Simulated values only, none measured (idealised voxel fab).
Herein follows the process module entitled voxel self aligned vias.
Square cell edge 5 nm, section width 280 nm, ID cut.
We lay out every cross-section as a grid of square cells and spell it out in bands from the top down, where one band means one or more rows of cells. What a band's entry tells you: where the top is and where the bottom is, as heights in nm, and after that what lies inside, material by material from left to right, each with its width in nm. Empty space is written as the word "blank", and a single material marked with the word "full width" occupies the band from edge to edge. Height 0 is the level under which the wafer as received is all one material. The lowest band goes on downwards, as in "top 0, no bottom". Read "30->40" as a graded width: first number on top, second number at the bottom, same change between each pair of neighbouring rows. Where the words "no change occurred" appear for a step, the cross-section shows no cell changed by that step; every cell remained as before. "Closed void roster" - sealed voids, min. 8 cells, no opening to top; format: width x height at distance (distance from left edge; nm throughout). Heads up: the bit after the settings on a step's line is the simulator's remark on that step. overlay nm: where the mask lay relative to plan, measured to the right, on steps with a mask; negatives go left. Quick note on how to read the rest: it's all pairs. You get the cross-section before a process step and the one after, but the after one only goes down as far as the lowest band that changed. The step in between, with its settings, sits under the pair. Heads up, the pairs can come from different runs of this module on the same starting wafer, so don't assume a pair picks up from the one above unless its "Pre-process state" entry says it does.
Pre-process state
> top 0, no bottom | Si full width
> Closed void roster: none
Post-Process Section
> top 10, bottom 0 | SiO2 full width
> Below 0 it's all the same as before, nothing changed down there.
> Closed void roster: none
Step lying between the two cross-sections just above: op CONFORMAL_DEP | material SiO2 | thk nm 10
Pre-process state: look at the pair above, its after cross-section is where this step starts.
Post-Process Section
> top 15, bottom 10 | SiCN full width
> Below 10 it's all the same as before, nothing changed down there.
> Closed void roster: none
Step lying between the two cross-sections just above: op CONFORMAL_DEP | material SiCN | thk nm 5
Pre-process state: look at the pair above, its after cross-section is where this step starts.
Post-Process Section
> top 35, bottom 15 | lowk full width
> Below 15 it's all the same as before, nothing changed down there.
> Closed void roster: none
Step lying between the two cross-sections just above: op DIRECTIONAL_DEP | material lowk | thk nm 20
Pre-process state: look at the pair above, its after cross-section is where this step starts.
Post-Process Section
> top 35, bottom 15 | lowk 95 nm; blank 20 nm; lowk 45 nm; blank 20 nm; lowk 100 nm
> Below 15 it's all the same as before, nothing changed down there.
> Closed void roster: none
Step lying between the two cross-sections just above: op MASKED_ETCH | tone open | mask id LINES | width nm 20 | pitch nm 65 | etch materials lowk | depth nm 20 | overlay nm 0
Pre-process state: look at the pair above, its after cross-section is where this step starts.
Post-Process Section
> top 40, bottom 35 | TiN 100 nm; blank 10 nm; TiN 55 nm; blank 10 nm; TiN 105 nm
> top 35, bottom 20 | lowk 95 nm; TiN 5 nm; blank 10 nm; TiN 5 nm; lowk 45 nm; TiN 5 nm; blank 10 nm; TiN 5 nm; lowk 100 nm
> top 20, bottom 15 | lowk 95 nm; TiN 20 nm; lowk 45 nm; TiN 20 nm; lowk 100 nm
> Below 15 it's all the same as before, nothing changed down there.
> Closed void roster: none
Step lying between the two cross-sections just above: op CONFORMAL_DEP | material TiN | thk nm 5
Pre-process state: look at the pair above, its after cross-section is where this step starts.
Post-Process Section
> top 50, bottom 40 | W full width
> top 40, bottom 35 | TiN 100 nm; W 10 nm; TiN 55 nm; W 10 nm; TiN 105 nm
> top 35, bottom 20 | lowk 95 nm; TiN 5 nm; W 10 nm; TiN 5 nm; lowk 45 nm; TiN 5 nm; W 10 nm; TiN 5 nm; lowk 100 nm
> Below 20 it's all the same as before, nothing changed down there.
> Closed void roster: none
Step lying between the two cross-sections just above: op FILL_DEP | material W | thk nm 10
Pre-process state: look at the pair above, its after cross-section is where this step starts.
Post-Process Section
> top 35, bottom 20 | lowk 95 nm; TiN 5 nm; W 10 nm; TiN 5 nm; lowk 45 nm; TiN 5 nm; W 10 nm; TiN 5 nm; lowk 100 nm
> Below 20 it's all the same as before, nothing changed down there.
> Closed void roster: none
Step lying between the two cross-sections just above: op CMP | height nm 35
Pre-process state: look at the pair above, its after cross-section is where this step starts.
Post-Process Section
> top 35, bottom 30 | lowk 95 nm; blank 20 nm; lowk 45 nm; blank 20 nm; lowk 100 nm
> Below 30 it's all the same as before, nothing changed down there.
> Closed void roster: none
Step lying between the two cross-sections just above: op SELECTIVE_ETCH | etch materials W Ru TiN | depth nm 5
Pre-process state: look at the pair above, its after cross-section is where this step starts.
Post-Process Section
> top 45, bottom 35 | SiN full width
> top 35, bottom 30 | lowk 95 nm; SiN 20 nm; lowk 45 nm; SiN 20 nm; lowk 100 nm
> Below 30 it's all the same as before, nothing changed down there.
> Closed void roster: none
Step lying between the two cross-sections just above: op FILL_DEP | material SiN | thk nm 10
Pre-process state: look at the pair above, its after cross-section is where this step starts.
Post-Process Section
> top 35, bottom 30 | lowk 95 nm; SiN 20 nm; lowk 45 nm; SiN 20 nm; lowk 100 nm
> Below 30 it's all the same as before, nothing changed down there.
> Closed void roster: none
Step lying between the two cross-sections just above: op CMP | height nm 35
Pre-process state: look at the pair above, its after cross-section is where this step starts.
Post-Process Section
> top 55, bottom 35 | lowk full width
> Below 35 it's all the same as before, nothing changed down there.
> Closed void roster: none
Step lying between the two cross-sections just above: op DIRECTIONAL_DEP | material lowk | thk nm 20
Pre-process state: look at the pair above, its after cross-section is where this step starts.
Post-Process Section
> top 70, bottom 55 | resist 85 nm; blank 40 nm; resist 155 nm
> Below 55 it's all the same as before, nothing changed down there.
> Closed void roster: none
Step lying between the two cross-sections just above: op PATTERN | tone open | mask id VIAS | material resist | width nm 40 | thk nm 15 | overlay nm 0
Pre-process state: look at the pair above, its after cross-section is where this step starts.
Post-Process Section
> top 70, bottom 55 | resist 85 nm; blank 40 nm; resist 155 nm
> top 55, bottom 35 | lowk 85 nm; blank 40 nm; lowk 155 nm
> Below 35 it's all the same as before, nothing changed down there.
> Closed void roster: none
Step lying between the two cross-sections just above: op DIRECTIONAL_ETCH | etch materials lowk | depth nm 20
Pre-process state: look at the pair above, its after cross-section is where this step starts.
Post-Process Section
> top 70, bottom 55 | resist 85 nm; blank 40 nm; resist 155 nm
> top 55, bottom 35 | lowk 85 nm; blank 40 nm; lowk 155 nm
> top 35, bottom 30 | lowk 95 nm; blank 20 nm; lowk 45 nm; SiN 20 nm; lowk 100 nm
> Below 30 it's all the same as before, nothing changed down there.
> Closed void roster: none
Step lying between the two cross-sections just above: op DIRECTIONAL_ETCH | etch materials SiN | depth nm 5
Pre-process state: look at the pair above, its after cross-section is where this step starts.
Post-Process Section
> top 55, bottom 35 | lowk 85 nm; blank 40 nm; lowk 155 nm
> Below 35 it's all the same as before, nothing changed down there.
> Closed void roster: none
Step lying between the two cross-sections just above: op STRIP | etch materials resist
Pre-process state: look at the pair above, its after cross-section is where this step starts.
Post-Process Section
> top 60, bottom 55 | TiN 90 nm; blank 30 nm; TiN 160 nm
> top 55, bottom 40 | lowk 85 nm; TiN 5 nm; blank 30 nm; TiN 5 nm; lowk 155 nm
> top 40, bottom 35 | lowk 85 nm; TiN 15 nm; blank 10 nm; TiN 15 nm; lowk 155 nm
> top 35, bottom 30 | lowk 95 nm; TiN 20 nm; lowk 45 nm; SiN 20 nm; lowk 100 nm
> Below 30 it's all the same as before, nothing changed down there.
> Closed void roster: none
Step lying between the two cross-sections just above: op CONFORMAL_DEP | material TiN | thk nm 5
Pre-process state: look at the pair above, its after cross-section is where this step starts.
Post-Process Section
> top 65, bottom 60 | Ru full width
> top 60, bottom 55 | TiN 90 nm; Ru 30 nm; TiN 160 nm
> top 55, bottom 40 | lowk 85 nm; TiN 5 nm; Ru 30 nm; TiN 5 nm; lowk 155 nm
> top 40, bottom 35 | lowk 85 nm; TiN 15 nm; Ru 10 nm; TiN 15 nm; lowk 155 nm
> Below 35 it's all the same as before, nothing changed down there.
> Closed void roster: none
Step lying between the two cross-sections just above: op FILL_DEP | material Ru | thk nm 5
Pre-process state: look at the pair above, its after cross-section is where this step starts.
Post-Process Section
> top 55, bottom 40 | lowk 85 nm; TiN 5 nm; Ru 30 nm; TiN 5 nm; lowk 155 nm
> Below 40 it's all the same as before, nothing changed down there.
> Closed void roster: none
Step lying between the two cross-sections just above: op CMP | height nm 55
Pre-process state: look at the pair above, its after cross-section is where this step starts.
Post-Process Section
> top 60, bottom 55 | SiN full width
> Below 55 it's all the same as before, nothing changed down there.
> Closed void roster: none
Step lying between the two cross-sections just above: op CONFORMAL_DEP | material SiN | thk nm 5
Pre-process state
> top 0, no bottom | Si full width
> Closed void roster: none
Post-Process Section
> top 5, bottom 0 | SiCN full width
> Below 0 it's all the same as before, nothing changed down there.
> Closed void roster: none
Step lying between the two cross-sections just above: op CONFORMAL_DEP | material SiCN | thk nm 5
Pre-process state: look at the pair above, its after cross-section is where this step starts.
Post-Process Section
> top 25, bottom 5 | lowk full width
> Below 5 it's all the same as before, nothing changed down there.
> Closed void roster: none
Step lying between the two cross-sections just above: op DIRECTIONAL_DEP | material lowk | thk nm 20
Pre-process state: look at the pair above, its after cross-section is where this step starts.
Post-Process Section
> top 25, bottom 5 | lowk 95 nm; blank 20 nm; lowk 45 nm; blank 20 nm; lowk 100 nm
> Below 5 it's all the same as before, nothing changed down there.
> Closed void roster: none
Step lying between the two cross-sections just above: op MASKED_ETCH | tone open | mask id LINES | width nm 20 | pitch nm 65 | etch materials lowk | depth nm 20 | overlay nm 0
Pre-process state: look at the pair above, its after cross-section is where this step starts.
Post-Process Section
> top 30, bottom 25 | TiN 100 nm; blank 10 nm; TiN 55 nm; blank 10 nm; TiN 105 nm
> top 25, bottom 10 | lowk 95 nm; TiN 5 nm; blank 10 nm; TiN 5 nm; lowk 45 nm; TiN 5 nm; blank 10 nm; TiN 5 nm; lowk 100 nm
> top 10, bottom 5 | lowk 95 nm; TiN 20 nm; lowk 45 nm; TiN 20 nm; lowk 100 nm
> Below 5 it's all the same as before, nothing changed down there.
> Closed void roster: none
Step lying between the two cross-sections just above: op CONFORMAL_DEP | material TiN | thk nm 5
Pre-process state: look at the pair above, its after cross-section is where this step starts.
Post-Process Section
> top 40, bottom 30 | W full width
> top 30, bottom 25 | TiN 100 nm; W 10 nm; TiN 55 nm; W 10 nm; TiN 105 nm
> top 25, bottom 10 | lowk 95 nm; TiN 5 nm; W 10 nm; TiN 5 nm; lowk 45 nm; TiN 5 nm; W 10 nm; TiN 5 nm; lowk 100 nm
> Below 10 it's all the same as before, nothing changed down there.
> Closed void roster: none
Step lying between the two cross-sections just above: op FILL_DEP | material W | thk nm 10
Pre-process state: look at the pair above, its after cross-section is where this step starts.
Post-Process Section
> top 35, bottom 30 | W full width
> Below 30 it's all the same as before, nothing changed down there.
> Closed void roster: none
Step lying between the two cross-sections just above: op CMP | height nm 35
Pre-process state: look at the pair above, its after cross-section is where this step starts.
Post-Process Section
> top 30, bottom 25 | TiN 100 nm; W 10 nm; TiN 55 nm; W 10 nm; TiN 105 nm
> Below 25 it's all the same as before, nothing changed down there.
> Closed void roster: none
Step lying between the two cross-sections just above: op SELECTIVE_ETCH | etch materials W Ru TiN | depth nm 5
Pre-process state: look at the pair above, its after cross-section is where this step starts.
Post-Process Section
> top 40, bottom 30 | SiN full width
> Below 30 it's all the same as before, nothing changed down there.
> Closed void roster: none
Step lying between the two cross-sections just above: op FILL_DEP | material SiN | thk nm 10
Pre-process state: look at the pair above, its after cross-section is where this step starts.
Post-Process Section
> top 35, bottom 30 | SiN full width
> Below 30 it's all the same as before, nothing changed down there.
> Closed void roster: none
Step lying between the two cross-sections just above: op CMP | height nm 35
Pre-process state: look at the pair above, its after cross-section is where this step starts.
Post-Process Section
> top 55, bottom 35 | lowk full width
> Below 35 it's all the same as before, nothing changed down there.
> Closed void roster: none
Step lying between the two cross-sections just above: op DIRECTIONAL_DEP | material lowk | thk nm 20
Pre-process state: look at the pair above, its after cross-section is where this step starts.
Post-Process Section
> top 70, bottom 55 | resist 85 nm; blank 40 nm; resist 155 nm
> Below 55 it's all the same as before, nothing changed down there.
> Closed void roster: none
Step lying between the two cross-sections just above: op PATTERN | tone open | mask id VIAS | material resist | width nm 40 | thk nm 15 | overlay nm 0
Pre-process state: look at the pair above, its after cross-section is where this step starts.
Post-Process Section
> top 70, bottom 55 | resist 85 nm; blank 40 nm; resist 155 nm
> top 55, bottom 35 | lowk 85 nm; blank 40 nm; lowk 155 nm
> Below 35 it's all the same as before, nothing changed down there.
> Closed void roster: none
Step lying between the two cross-sections just above: op DIRECTIONAL_ETCH | etch materials lowk | depth nm 20
Pre-process state: look at the pair above, its after cross-section is where this step starts.
Post-Process Section
> top 70, bottom 55 | resist 85 nm; blank 40 nm; resist 155 nm
> top 55, bottom 35 | lowk 85 nm; blank 40 nm; lowk 155 nm
> top 35, bottom 30 | SiN 85 nm; blank 40 nm; SiN 155 nm
> Below 30 it's all the same as before, nothing changed down there.
> Closed void roster: none
Step lying between the two cross-sections just above: op DIRECTIONAL_ETCH | etch materials SiN | depth nm 5
Pre-process state: look at the pair above, its after cross-section is where this step starts.
Post-Process Section
> top 55, bottom 35 | lowk 85 nm; blank 40 nm; lowk 155 nm
> Below 35 it's all the same as before, nothing changed down there.
> Closed void roster: none
Step lying between the two cross-sections just above: op STRIP | etch materials resist
Pre-process state: look at the pair above, its after cross-section is where this step starts.
Post-Process Section
> top 60, bottom 55 | TiN 90 nm; blank 30 nm; TiN 160 nm
> top 55, bottom 35 | lowk 85 nm; TiN 5 nm; blank 30 nm; TiN 5 nm; lowk 155 nm
> top 35, bottom 30 | SiN 85 nm; TiN 40 nm; SiN 155 nm
> Below 30 it's all the same as before, nothing changed down there.
> Closed void roster: none
Step lying between the two cross-sections just above: op CONFORMAL_DEP | material TiN | thk nm 5
Pre-process state: look at the pair above, its after cross-section is where this step starts.
Post-Process Section
> top 65, bottom 60 | Ru full width
> top 60, bottom 55 | TiN 90 nm; Ru 30 nm; TiN 160 nm
> top 55, bottom 35 | lowk 85 nm; TiN 5 nm; Ru 30 nm; TiN 5 nm; lowk 155 nm
> Below 35 it's all the same as before, nothing changed down there.
> Closed void roster: none
Step lying between the two cross-sections just above: op FILL_DEP | material Ru | thk nm 5
Pre-process state: look at the pair above, its after cross-section is where this step starts.
Post-Process Section
> top 55, bottom 35 | lowk 85 nm; TiN 5 nm; Ru 30 nm; TiN 5 nm; lowk 155 nm
> Below 35 it's all the same as before, nothing changed down there.
> Closed void roster: none
Step lying between the two cross-sections just above: op CMP | height nm 55
Pre-process state: look at the pair above, its after cross-section is where this step starts.
Post-Process Section
> top 60, bottom 55 | SiN full width
> Below 55 it's all the same as before, nothing changed down there.
> Closed void roster: none
Step lying between the two cross-sections just above: op CONFORMAL_DEP | material SiN | thk nm 5
Pre-process state
> top 70, bottom 55 | resist 85 nm; blank 40 nm; resist 155 nm
> top 55, bottom 35 | lowk 85 nm; blank 40 nm; lowk 155 nm
> top 35, bottom 30 | lowk 95 nm; SiN 20 nm; lowk 45 nm; SiN 20 nm; lowk 100 nm
> top 30, bottom 20 | lowk 95 nm; TiN 5 nm; W 10 nm; TiN 5 nm; lowk 45 nm; TiN 5 nm; W 10 nm; TiN 5 nm; lowk 100 nm
> top 20, bottom 15 | lowk 95 nm; TiN 20 nm; lowk 45 nm; TiN 20 nm; lowk 100 nm
> top 15, bottom 10 | SiCN full width
> top 10, bottom 0 | SiO2 full width
> top 0, no bottom | Si full width
> Closed void roster: none
Post-Process Section
> top 70, bottom 55 | resist 85 nm; blank 40 nm; resist 155 nm
> top 55, bottom 35 | lowk 85 nm; blank 40 nm; lowk 155 nm
> top 35, bottom 30 | lowk 85 nm; blank 10 nm; SiN 20 nm; blank 10 nm; lowk 35 nm; SiN 20 nm; lowk 100 nm
> top 30, bottom 20 | lowk 85 nm; blank 10 nm; TiN 5 nm; W 10 nm; TiN 5 nm; blank 10 nm; lowk 35 nm; TiN 5 nm; W 10 nm; TiN 5 nm; lowk 100 nm
> top 20, bottom 15 | lowk 85 nm; blank 10 nm; TiN 20 nm; blank 10 nm; lowk 35 nm; TiN 20 nm; lowk 100 nm
> Below 15 it's all the same as before, nothing changed down there.
> Closed void roster: none
Step lying between the two cross-sections just above: op DIRECTIONAL_ETCH | etch materials lowk | depth nm 20
Pre-process state: look at the pair above, its after cross-section is where this step starts.
Post-Process Section
> top 70, bottom 55 | resist 85 nm; blank 40 nm; resist 155 nm
> top 55, bottom 35 | lowk 85 nm; blank 40 nm; lowk 155 nm
> top 35, bottom 30 | lowk 85 nm; blank 40 nm; lowk 35 nm; SiN 20 nm; lowk 100 nm
> Below 30 it's all the same as before, nothing changed down there.
> Closed void roster: none
Step lying between the two cross-sections just above: op DIRECTIONAL_ETCH | etch materials SiN | depth nm 5
Pre-process state: look at the pair above, its after cross-section is where this step starts.
Post-Process Section
> top 55, bottom 35 | lowk 85 nm; blank 40 nm; lowk 155 nm
> Below 35 it's all the same as before, nothing changed down there.
> Closed void roster: none
Step lying between the two cross-sections just above: op STRIP | etch materials resist
Pre-process state: look at the pair above, its after cross-section is where this step starts.
Post-Process Section
> top 60, bottom 55 | TiN 90 nm; blank 30 nm; TiN 160 nm
> top 55, bottom 35 | lowk 85 nm; TiN 5 nm; blank 30 nm; TiN 5 nm; lowk 155 nm
> top 35, bottom 30 | lowk 85 nm; TiN 40 nm; lowk 35 nm; SiN 20 nm; lowk 100 nm
> top 30, bottom 20 | lowk 85 nm; TiN 15 nm; W 10 nm; TiN 15 nm; lowk 35 nm; TiN 5 nm; W 10 nm; TiN 5 nm; lowk 100 nm
> top 20, bottom 15 | lowk 85 nm; TiN 40 nm; lowk 35 nm; TiN 20 nm; lowk 100 nm
> Below 15 it's all the same as before, nothing changed down there.
> Closed void roster: none
Step lying between the two cross-sections just above: op CONFORMAL_DEP | material TiN | thk nm 5
Pre-process state: look at the pair above, its after cross-section is where this step starts.
Post-Process Section
> top 65, bottom 60 | Ru full width
> top 60, bottom 55 | TiN 90 nm; Ru 30 nm; TiN 160 nm
> top 55, bottom 35 | lowk 85 nm; TiN 5 nm; Ru 30 nm; TiN 5 nm; lowk 155 nm
> Below 35 it's all the same as before, nothing changed down there.
> Closed void roster: none
Step lying between the two cross-sections just above: op FILL_DEP | material Ru | thk nm 5
Pre-process state: look at the pair above, its after cross-section is where this step starts.
Post-Process Section
> top 55, bottom 35 | lowk 85 nm; TiN 5 nm; Ru 30 nm; TiN 5 nm; lowk 155 nm
> Below 35 it's all the same as before, nothing changed down there.
> Closed void roster: none
Step lying between the two cross-sections just above: op CMP | height nm 55
Pre-process state: look at the pair above, its after cross-section is where this step starts.
Post-Process Section
> top 60, bottom 55 | SiN full width
> Below 55 it's all the same as before, nothing changed down there.
> Closed void roster: none
Step lying between the two cross-sections just above: op CONFORMAL_DEP | material SiN | thk nm 5
Pre-process state
> top 10, bottom 0 | SiO2 full width
> top 0, no bottom | Si full width
> Closed void roster: none
Post-Process Section
> top 30, bottom 10 | lowk full width
> Below 10 it's all the same as before, nothing changed down there.
> Closed void roster: none
Step lying between the two cross-sections just above: op DIRECTIONAL_DEP | material lowk | thk nm 20
Pre-process state: look at the pair above, its after cross-section is where this step starts.
Post-Process Section
> top 35, bottom 30 | SiCN full width
> Below 30 it's all the same as before, nothing changed down there.
> Closed void roster: none
Step lying between the two cross-sections just above: op CONFORMAL_DEP | material SiCN | thk nm 5
Pre-process state: look at the pair above, its after cross-section is where this step starts.
Post-Process Section
> top 40, bottom 35 | TiN full width
> Below 35 it's all the same as before, nothing changed down there.
> Closed void roster: none
Step lying between the two cross-sections just above: op CONFORMAL_DEP | material TiN | thk nm 5
Pre-process state: look at the pair above, its after cross-section is where this step starts.
Post-Process Section
> top 50, bottom 40 | W full width
> Below 40 it's all the same as before, nothing changed down there.
> Closed void roster: none
Step lying between the two cross-sections just above: op FILL_DEP | material W | thk nm 10
Pre-process state: look at the pair above, its after cross-section is where this step starts.
Post-Process Section
> top 35, bottom 30 | SiCN full width
> Below 30 it's all the same as before, nothing changed down there.
> Closed void roster: none
Step lying between the two cross-sections just above: op CMP | height nm 35
Pre-process state: look at the pair above, its after cross-section is where this step starts.
Post-Process Section
> top 45, bottom 35 | SiN full width
> Below 35 it's all the same as before, nothing changed down there.
> Closed void roster: none
Step lying between the two cross-sections just above: op FILL_DEP | material SiN | thk nm 10
Pre-process state: look at the pair above, its after cross-section is where this step starts.
Post-Process Section
> top 35, bottom 30 | SiCN full width
> Below 30 it's all the same as before, nothing changed down there.
> Closed void roster: none
Step lying between the two cross-sections just above: op CMP | height nm 35
Pre-process state: look at the pair above, its after cross-section is where this step starts.
Post-Process Section
> top 55, bottom 35 | lowk full width
> Below 35 it's all the same as before, nothing changed down there.
> Closed void roster: none
Step lying between the two cross-sections just above: op DIRECTIONAL_DEP | material lowk | thk nm 20
Pre-process state: look at the pair above, its after cross-section is where this step starts.
Post-Process Section
> top 70, bottom 55 | resist 85 nm; blank 40 nm; resist 155 nm
> Below 55 it's all the same as before, nothing changed down there.
> Closed void roster: none
Step lying between the two cross-sections just above: op PATTERN | tone open | mask id VIAS | material resist | width nm 40 | thk nm 15 | overlay nm 0
Pre-process state: look at the pair above, its after cross-section is where this step starts.
Post-Process Section
> top 70, bottom 55 | resist 85 nm; blank 40 nm; resist 155 nm
> top 55, bottom 35 | lowk 85 nm; blank 40 nm; lowk 155 nm
> Below 35 it's all the same as before, nothing changed down there.
> Closed void roster: none
Step lying between the two cross-sections just above: op DIRECTIONAL_ETCH | etch materials lowk | depth nm 20
Pre-process state: look at the pair above, its after cross-section is where this step starts.
Post-Process Section
> top 55, bottom 35 | lowk 85 nm; blank 40 nm; lowk 155 nm
> Below 35 it's all the same as before, nothing changed down there.
> Closed void roster: none
Step lying between the two cross-sections just above: op STRIP | etch materials resist
Pre-process state: look at the pair above, its after cross-section is where this step starts.
Post-Process Section
> top 60, bottom 55 | TiN 90 nm; blank 30 nm; TiN 160 nm
> top 55, bottom 40 | lowk 85 nm; TiN 5 nm; blank 30 nm; TiN 5 nm; lowk 155 nm
> top 40, bottom 35 | lowk 85 nm; TiN 40 nm; lowk 155 nm
> Below 35 it's all the same as before, nothing changed down there.
> Closed void roster: none
Step lying between the two cross-sections just above: op CONFORMAL_DEP | material TiN | thk nm 5
Pre-process state: look at the pair above, its after cross-section is where this step starts.
Post-Process Section
> top 65, bottom 60 | Ru full width
> top 60, bottom 55 | TiN 90 nm; Ru 30 nm; TiN 160 nm
> top 55, bottom 40 | lowk 85 nm; TiN 5 nm; Ru 30 nm; TiN 5 nm; lowk 155 nm
> Below 40 it's all the same as before, nothing changed down there.
> Closed void roster: none
Step lying between the two cross-sections just above: op FILL_DEP | material Ru | thk nm 5
Pre-process state: look at the pair above, its after cross-section is where this step starts.
Post-Process Section
> top 55, bottom 40 | lowk 85 nm; TiN 5 nm; Ru 30 nm; TiN 5 nm; lowk 155 nm
> Below 40 it's all the same as before, nothing changed down there.
> Closed void roster: none
Step lying between the two cross-sections just above: op CMP | height nm 55
Pre-process state: look at the pair above, its after cross-section is where this step starts.
Post-Process Section
> top 60, bottom 55 | SiN full width
> Below 55 it's all the same as before, nothing changed down there.
> Closed void roster: none
Step lying between the two cross-sections just above: op CONFORMAL_DEP | material SiN | thk nm 5
Pre-process state
> top 45, bottom 35 | SiN full width
> top 35, bottom 30 | lowk 95 nm; SiN 20 nm; lowk 45 nm; SiN 20 nm; lowk 100 nm
> top 30, bottom 20 | lowk 95 nm; TiN 5 nm; W 10 nm; TiN 5 nm; lowk 45 nm; TiN 5 nm; W 10 nm; TiN 5 nm; lowk 100 nm
> top 20, bottom 15 | lowk 95 nm; TiN 20 nm; lowk 45 nm; TiN 20 nm; lowk 100 nm
> top 15, bottom 10 | SiCN full width
> top 10, bottom 0 | SiO2 full width
> top 0, no bottom | Si full width
> Closed void roster: none
Post-Process Section
> top 30, bottom 20 | lowk 95 nm; TiN 5 nm; W 10 nm; TiN 5 nm; lowk 45 nm; TiN 5 nm; W 10 nm; TiN 5 nm; lowk 100 nm
> Below 20 it's all the same as before, nothing changed down there.
> Closed void roster: none
Step lying between the two cross-sections just above: op CMP | height nm 30
Pre-process state: look at the pair above, its after cross-section is where this step starts.
Post-Process Section
> top 50, bottom 30 | lowk full width
> Below 30 it's all the same as before, nothing changed down there.
> Closed void roster: none
Step lying between the two cross-sections just above: op DIRECTIONAL_DEP | material lowk | thk nm 20
Pre-process state: look at the pair above, its after cross-section is where this step starts.
Post-Process Section
> top 65, bottom 50 | resist 85 nm; blank 40 nm; resist 155 nm
> Below 50 it's all the same as before, nothing changed down there.
> Closed void roster: none
Step lying between the two cross-sections just above: op PATTERN | tone open | mask id VIAS | material resist | width nm 40 | thk nm 15 | overlay nm 0
Pre-process state: look at the pair above, its after cross-section is where this step starts.
Post-Process Section
> top 65, bottom 50 | resist 85 nm; blank 40 nm; resist 155 nm
> top 50, bottom 30 | lowk 85 nm; blank 40 nm; lowk 155 nm
> Below 30 it's all the same as before, nothing changed down there.
> Closed void roster: none
Step lying between the two cross-sections just above: op DIRECTIONAL_ETCH | etch materials lowk | depth nm 20
Pre-process state: look at the pair above, its after cross-section is where this step starts.
Post-Process Section
> top 50, bottom 30 | lowk 85 nm; blank 40 nm; lowk 155 nm
> Below 30 it's all the same as before, nothing changed down there.
> Closed void roster: none
Step lying between the two cross-sections just above: op STRIP | etch materials resist
Pre-process state: look at the pair above, its after cross-section is where this step starts.
Post-Process Section
> top 55, bottom 50 | TiN 90 nm; blank 30 nm; TiN 160 nm
> top 50, bottom 35 | lowk 85 nm; TiN 5 nm; blank 30 nm; TiN 5 nm; lowk 155 nm
> top 35, bottom 30 | lowk 85 nm; TiN 40 nm; lowk 155 nm
> Below 30 it's all the same as before, nothing changed down there.
> Closed void roster: none
Step lying between the two cross-sections just above: op CONFORMAL_DEP | material TiN | thk nm 5
Pre-process state: look at the pair above, its after cross-section is where this step starts.
Post-Process Section
> top 60, bottom 55 | Ru full width
> top 55, bottom 50 | TiN 90 nm; Ru 30 nm; TiN 160 nm
> top 50, bottom 35 | lowk 85 nm; TiN 5 nm; Ru 30 nm; TiN 5 nm; lowk 155 nm
> Below 35 it's all the same as before, nothing changed down there.
> Closed void roster: none
Step lying between the two cross-sections just above: op FILL_DEP | material Ru | thk nm 5
Pre-process state: look at the pair above, its after cross-section is where this step starts.
Post-Process Section
> top 55, bottom 50 | TiN 90 nm; Ru 30 nm; TiN 160 nm
> Below 50 it's all the same as before, nothing changed down there.
> Closed void roster: none
Step lying between the two cross-sections just above: op CMP | height nm 55
Pre-process state: look at the pair above, its after cross-section is where this step starts.
Post-Process Section
> top 60, bottom 55 | SiN full width
> Below 55 it's all the same as before, nothing changed down there.
> Closed void roster: none
Step lying between the two cross-sections just above: op CONFORMAL_DEP | material SiN | thk nm 5
Pre-process state
> top 55, bottom 35 | lowk full width
> top 35, bottom 30 | lowk 95 nm; SiN 20 nm; lowk 45 nm; SiN 20 nm; lowk 100 nm
> top 30, bottom 20 | lowk 95 nm; TiN 5 nm; W 10 nm; TiN 5 nm; lowk 45 nm; TiN 5 nm; W 10 nm; TiN 5 nm; lowk 100 nm
> top 20, bottom 15 | lowk 95 nm; TiN 20 nm; lowk 45 nm; TiN 20 nm; lowk 100 nm
> top 15, bottom 10 | SiCN full width
> top 10, bottom 0 | SiO2 full width
> top 0, no bottom | Si full width
> Closed void roster: none
Post-Process Section
> top 70, bottom 55 | resist 90 nm; blank 30 nm; resist 160 nm
> Below 55 it's all the same as before, nothing changed down there.
> Closed void roster: none
Step lying between the two cross-sections just above: op PATTERN | tone open | mask id VIAS | material resist | width nm 30 | thk nm 15 | overlay nm 0
Pre-process state: look at the pair above, its after cross-section is where this step starts.
Post-Process Section
> top 70, bottom 55 | resist 90 nm; blank 30 nm; resist 160 nm
> top 55, bottom 35 | lowk 90 nm; blank 30 nm; lowk 160 nm
> Below 35 it's all the same as before, nothing changed down there.
> Closed void roster: none
Step lying between the two cross-sections just above: op DIRECTIONAL_ETCH | etch materials lowk | depth nm 20
Pre-process state: look at the pair above, its after cross-section is where this step starts.
Post-Process Section
> top 70, bottom 55 | resist 90 nm; blank 30 nm; resist 160 nm
> top 55, bottom 35 | lowk 90 nm; blank 30 nm; lowk 160 nm
> top 35, bottom 30 | lowk 95 nm; blank 20 nm; lowk 45 nm; SiN 20 nm; lowk 100 nm
> Below 30 it's all the same as before, nothing changed down there.
> Closed void roster: none
Step lying between the two cross-sections just above: op DIRECTIONAL_ETCH | etch materials SiN | depth nm 5
Pre-process state: look at the pair above, its after cross-section is where this step starts.
Post-Process Section
> top 55, bottom 35 | lowk 90 nm; blank 30 nm; lowk 160 nm
> Below 35 it's all the same as before, nothing changed down there.
> Closed void roster: none
Step lying between the two cross-sections just above: op STRIP | etch materials resist
Pre-process state: look at the pair above, its after cross-section is where this step starts.
Post-Process Section
> top 60, bottom 55 | TiN 95 nm; blank 20 nm; TiN 165 nm
> top 55, bottom 40 | lowk 90 nm; TiN 5 nm; blank 20 nm; TiN 5 nm; lowk 160 nm
> top 40, bottom 35 | lowk 90 nm; TiN 10 nm; blank 10 nm; TiN 10 nm; lowk 160 nm
> top 35, bottom 30 | lowk 95 nm; TiN 20 nm; lowk 45 nm; SiN 20 nm; lowk 100 nm
> Below 30 it's all the same as before, nothing changed down there.
> Closed void roster: none
Step lying between the two cross-sections just above: op CONFORMAL_DEP | material TiN | thk nm 5
Pre-process state: look at the pair above, its after cross-section is where this step starts.
Post-Process Section
> top 65, bottom 60 | Ru full width
> top 60, bottom 55 | TiN 95 nm; Ru 20 nm; TiN 165 nm
> top 55, bottom 40 | lowk 90 nm; TiN 5 nm; Ru 20 nm; TiN 5 nm; lowk 160 nm
> top 40, bottom 35 | lowk 90 nm; TiN 10 nm; Ru 10 nm; TiN 10 nm; lowk 160 nm
> Below 35 it's all the same as before, nothing changed down there.
> Closed void roster: none
Step lying between the two cross-sections just above: op FILL_DEP | material Ru | thk nm 5
Pre-process state: look at the pair above, its after cross-section is where this step starts.
Post-Process Section
> top 55, bottom 40 | lowk 90 nm; TiN 5 nm; Ru 20 nm; TiN 5 nm; lowk 160 nm
> Below 40 it's all the same as before, nothing changed down there.
> Closed void roster: none
Step lying between the two cross-sections just above: op CMP | height nm 55
Pre-process state: look at the pair above, its after cross-section is where this step starts.
Post-Process Section
> top 60, bottom 55 | SiN full width
> Below 55 it's all the same as before, nothing changed down there.
> Closed void roster: none
Step lying between the two cross-sections just above: op CONFORMAL_DEP | material SiN | thk nm 5
